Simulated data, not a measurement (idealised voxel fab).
This section sets out a process module, namely voxel self aligned vias.
Cross-sectional view cut (width: 290 nm; square cell size: 5 nm).
Bands, listed from the top down, are how a cross-section gets written in this document; the cross-section itself is a grid of square cells, and a band is one or more rows of them.
A band entry consists of two parts. The first gives the height of the band's top and the height of its bottom, in nm. The rest lists the band's materials from left to right, each with its width in nm. A single material labelled with the word "all across" fills the band from edge to edge, and the word "air" marks empty space.
For the purposes of this specification, 0 denotes the height below which the wafer in its as-received condition is composed wholly of one material, and the lowermost band, lacking a lower limit, extends downward without end, as expressed in "0 -> down".
With a width like "30 to 40", each row of cells in the band differs from the next by the same amount, the top row carrying the first number and the bottom row the second.
Step note "no alteration" = no cross-section cell changed.
Look at "Trapped voids" for the closed voids: empty spaces with no open path to the top, sized 8 cells or up. Each is width x height at distance, distance from the left edge, all nm.
It should be noted that, on the line of a given step, the content following the step's settings is a remark produced by the simulator itself with respect to that step.
"overlay nm" on a masked step: distance the mask lay right of its planned place, negative for left.
Before/after cross-section pairs, one process step each; after shown to lowest changed band; step and settings beneath. Pairs may be from different runs of this module on the same starting wafer; a pair continues from the one above only where its "State on entry" entry says so.

-- State on entry
    40 -> 25: 100 SiO2  15 Ru  55 SiO2  15 Ru  105 SiO2
    25 -> 20: SiO2 all across
    20 -> 15: SiCN all across
    15 -> 0: SiO2 all across
    0 -> down: Si all across
    Trapped voids: none

-- Post-Step Cross-Section
    40 -> 30: 100 SiO2  15 air  55 SiO2  15 air  105 SiO2
    No changes below 30.
    Trapped voids: none
The transition between the preceding cross-sections is accomplished by SELECTIVE_ETCH (etch materials W Ru TiN; depth nm 10)

State on entry: after-step cross-section of the pair just above applies.

-- Post-Step Cross-Section
    45 -> 40: SiN all across
    40 -> 30: 100 SiO2  15 SiN  55 SiO2  15 SiN  105 SiO2
    No changes below 30.
    Trapped voids: none
The transition between the preceding cross-sections is accomplished by FILL_DEP (material SiN; thk nm 5)

State on entry: after-step cross-section of the pair just above applies.

-- Post-Step Cross-Section
    40 -> 30: 100 SiO2  15 SiN  55 SiO2  15 SiN  105 SiO2
    No changes below 30.
    Trapped voids: none
The transition between the preceding cross-sections is accomplished by CMP (height nm 40)

State on entry: after-step cross-section of the pair just above applies.

-- Post-Step Cross-Section
    60 -> 40: SiO2 all across
    No changes below 40.
    Trapped voids: none
The transition between the preceding cross-sections is accomplished by DIRECTIONAL_DEP (material SiO2; thk nm 20)

State on entry: after-step cross-section of the pair just above applies.

-- Post-Step Cross-Section
    80 -> 60: 85 resist  45 air  160 resist
    No changes below 60.
    Trapped voids: none
The transition between the preceding cross-sections is accomplished by PATTERN (tone open; mask id VIAS; material resist; width nm 45; thk nm 20; overlay nm 0)

State on entry: after-step cross-section of the pair just above applies.

-- Post-Step Cross-Section
    80 -> 60: 85 resist  45 air  160 resist
    60 -> 40: 85 SiO2  45 air  160 SiO2
    No changes below 40.
    Trapped voids: none
The transition between the preceding cross-sections is accomplished by DIRECTIONAL_ETCH (etch materials SiO2; depth nm 20)

State on entry: after-step cross-section of the pair just above applies.

-- Post-Step Cross-Section
    80 -> 60: 85 resist  45 air  160 resist
    60 -> 40: 85 SiO2  45 air  160 SiO2
    40 -> 30: 100 SiO2  15 air  55 SiO2  15 SiN  105 SiO2
    No changes below 30.
    Trapped voids: none
The transition between the preceding cross-sections is accomplished by DIRECTIONAL_ETCH (etch materials SiN; depth nm 10)

State on entry: after-step cross-section of the pair just above applies.

-- Post-Step Cross-Section
    60 -> 40: 85 SiO2  45 air  160 SiO2
    No changes below 40.
    Trapped voids: none
The transition between the preceding cross-sections is accomplished by STRIP (etch materials resist)

State on entry: after-step cross-section of the pair just above applies.

-- Post-Step Cross-Section
    65 -> 60: 90 TiN  35 air  165 TiN
    60 -> 45: 85 SiO2  5 TiN  35 air  5 TiN  160 SiO2
    45 -> 40: 85 SiO2  20 TiN  5 air  20 TiN  160 SiO2
    40 -> 35: 100 SiO2  5 TiN  5 air  5 TiN  55 SiO2  15 SiN  105 SiO2
    35 -> 30: 100 SiO2  15 TiN  55 SiO2  15 SiN  105 SiO2
    No changes below 30.
    Trapped voids: none
The transition between the preceding cross-sections is accomplished by CONFORMAL_DEP (material TiN; thk nm 5)

State on entry: after-step cross-section of the pair just above applies.

-- Post-Step Cross-Section
    70 -> 65: W all across
    65 -> 60: 90 TiN  35 W  165 TiN
    60 -> 45: 85 SiO2  5 TiN  35 W  5 TiN  160 SiO2
    45 -> 40: 85 SiO2  20 TiN  5 W  20 TiN  160 SiO2
    40 -> 35: 100 SiO2  5 TiN  5 W  5 TiN  55 SiO2  15 SiN  105 SiO2
    No changes below 35.
    Trapped voids: none
The transition between the preceding cross-sections is accomplished by FILL_DEP (material W; thk nm 5)

State on entry: after-step cross-section of the pair just above applies.

-- Post-Step Cross-Section
    60 -> 45: 85 SiO2  5 TiN  35 W  5 TiN  160 SiO2
    No changes below 45.
    Trapped voids: none
The transition between the preceding cross-sections is accomplished by CMP (height nm 60)

State on entry: after-step cross-section of the pair just above applies.

-- Post-Step Cross-Section
    65 -> 60: SiN all across
    No changes below 60.
    Trapped voids: none
The transition between the preceding cross-sections is accomplished by CONFORMAL_DEP (material SiN; thk nm 5)

-- State on entry
    60 -> 40: SiO2 all across
    40 -> 30: 95 SiO2  25 SiN  45 SiO2  25 SiN  100 SiO2
    30 -> 25: 95 SiO2  5 TiN  15 Ru  5 TiN  45 SiO2  5 TiN  15 Ru  5 TiN  100 SiO2
    25 -> 20: 95 SiO2  25 TiN  45 SiO2  25 TiN  100 SiO2
    20 -> 15: SiCN all across
    15 -> 0: SiO2 all across
    0 -> down: Si all across
    Trapped voids: none

-- Post-Step Cross-Section
    80 -> 60: 85 air  45 resist  160 air
    No changes below 60.
    Trapped voids: none
The transition between the preceding cross-sections is accomplished by PATTERN (tone cover; mask id VIAS; material resist; width nm 45; thk nm 20; overlay nm 0)

State on entry: after-step cross-section of the pair just above applies.

-- Post-Step Cross-Section
    80 -> 60: 85 air  45 resist  160 air
    60 -> 40: 85 air  45 SiO2  160 air
    No changes below 40.
    Trapped voids: none
The transition between the preceding cross-sections is accomplished by DIRECTIONAL_ETCH (etch materials SiO2; depth nm 20)

State on entry: after-step cross-section of the pair just above applies.

-- Post-Step Cross-Section
    80 -> 60: 85 air  45 resist  160 air
    60 -> 40: 85 air  45 SiO2  160 air
    40 -> 30: 95 SiO2  25 SiN  45 SiO2  25 air  100 SiO2
    No changes below 30.
    Trapped voids: none
The transition between the preceding cross-sections is accomplished by DIRECTIONAL_ETCH (etch materials SiN; depth nm 10)

State on entry: after-step cross-section of the pair just above applies.

-- Post-Step Cross-Section
    60 -> 40: 85 air  45 SiO2  160 air
    No changes below 40.
    Trapped voids: none
The transition between the preceding cross-sections is accomplished by STRIP (etch materials resist)

State on entry: after-step cross-section of the pair just above applies.

-- Post-Step Cross-Section
    65 -> 60: 80 air  55 TiN  155 air
    60 -> 45: 80 air  5 TiN  45 SiO2  5 TiN  155 air
    45 -> 40: 85 TiN  45 SiO2  40 TiN  15 air  105 TiN
    40 -> 35: 95 SiO2  25 SiN  45 SiO2  5 TiN  15 air  5 TiN  100 SiO2
    35 -> 30: 95 SiO2  25 SiN  45 SiO2  25 TiN  100 SiO2
    No changes below 30.
    Trapped voids: none
The transition between the preceding cross-sections is accomplished by CONFORMAL_DEP (material TiN; thk nm 5)

State on entry: after-step cross-section of the pair just above applies.

-- Post-Step Cross-Section
    70 -> 65: W all across
    65 -> 60: 80 W  55 TiN  155 W
    60 -> 45: 80 W  5 TiN  45 SiO2  5 TiN  155 W
    45 -> 40: 85 TiN  45 SiO2  40 TiN  15 W  105 TiN
    40 -> 35: 95 SiO2  25 SiN  45 SiO2  5 TiN  15 W  5 TiN  100 SiO2
    No changes below 35.
    Trapped voids: none
The transition between the preceding cross-sections is accomplished by FILL_DEP (material W; thk nm 5)

State on entry: after-step cross-section of the pair just above applies.

-- Post-Step Cross-Section
    60 -> 45: 80 W  5 TiN  45 SiO2  5 TiN  155 W
    No changes below 45.
    Trapped voids: none
The transition between the preceding cross-sections is accomplished by CMP (height nm 60)

State on entry: after-step cross-section of the pair just above applies.

-- Post-Step Cross-Section
    65 -> 60: SiN all across
    No changes below 60.
    Trapped voids: none
The transition between the preceding cross-sections is accomplished by CONFORMAL_DEP (material SiN; thk nm 5)
